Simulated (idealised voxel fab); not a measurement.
Herein follows the process module entitled voxel gate over fins.
It is cross-section cut that appears here, measuring 250 nm in width, its square cells being 5 nm in size.
This document writes a cross-section as a grid whose cells are square, and gives it as bands, listed from the top down; one or more rows of cells form a band. Per band: top height and bottom height in nm, followed by the left-to-right materials and their widths in nm; "everywhere" marks a single material spanning edge to edge, "blank" marks empty space. We count height from 0. Below that, the starting wafer is all one material. The lowest band never ends at the bottom but goes on down; see "0 down" for how that is written. Width "30 to 40": first value at the band's top row of cells, second value at its bottom row, equal change from row to row. Step marked "no change"? Then no cell in the cross-section changed in it. Look at "Trapped void list" for the closed voids: empty spaces with no open path to the top, sized 8 cells or up. Each is width x height at distance, distance from the left edge, all nm. Formally, on a step line, whatever follows the settings is a remark that the simulator itself makes on the step. Among the settings permitted on a step's line is "overlay nm"; applied to a step with a mask, it specifies the extent to which the mask lay to the right of its planned position, whereas a negative figure signifies a position to the left.

# Here's what the planned process steps look like
1. RECEIVE,material Si
2. CONFORMAL_DEP,material SiN,thk nm 10
3. DIRECTIONAL_DEP,material aC,thk nm 15
4. PATTERN,tone cover,mask id FINS,material resist,width nm 15,pitch nm 55,thk nm 35,overlay nm 0
5. DIRECTIONAL_ETCH,etch materials aC,depth nm 15
6. STRIP,etch materials resist
7. DIRECTIONAL_ETCH,etch materials SiN,depth nm 10
8. DIRECTIONAL_ETCH,etch materials Si,depth nm 30
9. STRIP,etch materials aC
10. OXIDIZE,depth nm 5
11. FILL_DEP,material SiO2,thk nm 10
12. CMP,height nm 10
13. DIRECTIONAL_DEP,material aC,thk nm 15
14. PATTERN,tone open,mask id RAIL,material resist,width nm 15,thk nm 30,overlay nm 0
15. DIRECTIONAL_ETCH,etch materials aC,depth nm 15
16. STRIP,etch materials resist
17. DIRECTIONAL_ETCH,etch materials SiO2,depth nm 35
18. STRIP,etch materials aC
19. CONFORMAL_DEP,material TiN,thk nm 5
20. FILL_DEP,material Ru,thk nm 5
21. CMP,height nm 10
22. SELECTIVE_ETCH,etch materials W Ru TiN,depth nm 30
23. FILL_DEP,material SiO2,thk nm 5
24. CMP,height nm 10
25. SELECTIVE_ETCH,etch materials SiO2,depth nm 20
26. STRIP,etch materials SiN
27. CONFORMAL_DEP,material HfO2,thk nm 5
28. CONFORMAL_DEP,material TiN,thk nm 5
29. FILL_DEP,material W,thk nm 15
30. CMP,height nm 20
31. CONFORMAL_DEP,material SiN,thk nm 10

# The cross-section here shows the wafer as received, i.e. in its state after step 1
* 0 down = Si everywhere
* Trapped void list: none

# First wafer of two, sectioned at end of module; run went per plan
* 30 to 20 = SiN everywhere
* 20 to 10 = W everywhere
* 10 to 5 = W 85, TiN 25, W 30, TiN 25, W 85
* 5 to 0 = W 85, TiN 5, HfO2 15, TiN 5, W 30, TiN 5, HfO2 15, TiN 5, W 85
* 0 to -5 = TiN 90, HfO2 5, Si 5, HfO2 5, TiN 40, HfO2 5, Si 5, HfO2 5, TiN 90
* -5 to -10 = HfO2 95, Si 5, HfO2 50, Si 5, HfO2 95
* -10 to -20 = SiO2 95, Si 5, SiO2 50, Si 5, SiO2 95
* -20 to -25 = SiO2 95, Si 5, SiO2 15, TiN 15, SiO2 20, Si 5, SiO2 95
* -25 to -35 = SiO2 95, Si 5, SiO2 50, Si 5, SiO2 95
* -35 down = Si everywhere
* Trapped void list: none

# Second wafer cross-section at end of module - shared start and plan with the first, one mistake in the run
* 35 to 20 = SiN everywhere
* 20 to 10 = W everywhere
* 10 to 5 = W 85, TiN 25, W 30, TiN 25, W 85
* 5 to 0 = W 85, TiN 5, HfO2 15, TiN 5, W 30, TiN 5, HfO2 15, TiN 5, W 85
* 0 to -5 = TiN 90, HfO2 5, Si 5, HfO2 5, TiN 40, HfO2 5, Si 5, HfO2 5, TiN 90
* -5 to -10 = HfO2 95, Si 5, HfO2 50, Si 5, HfO2 95
* -10 to -20 = SiO2 95, Si 5, SiO2 50, Si 5, SiO2 95
* -20 to -25 = SiO2 95, Si 5, SiO2 15, TiN 15, SiO2 20, Si 5, SiO2 95
* -25 to -35 = SiO2 95, Si 5, SiO2 50, Si 5, SiO2 95
* -35 down = Si everywhere
* Trapped void list: none
Diagnosis: step 31 ran as: CONFORMAL_DEP,material SiN,thk nm 15
The closing comparison, in cells, has the second wafer with more or fewer of some materials than the first: +50 SiN
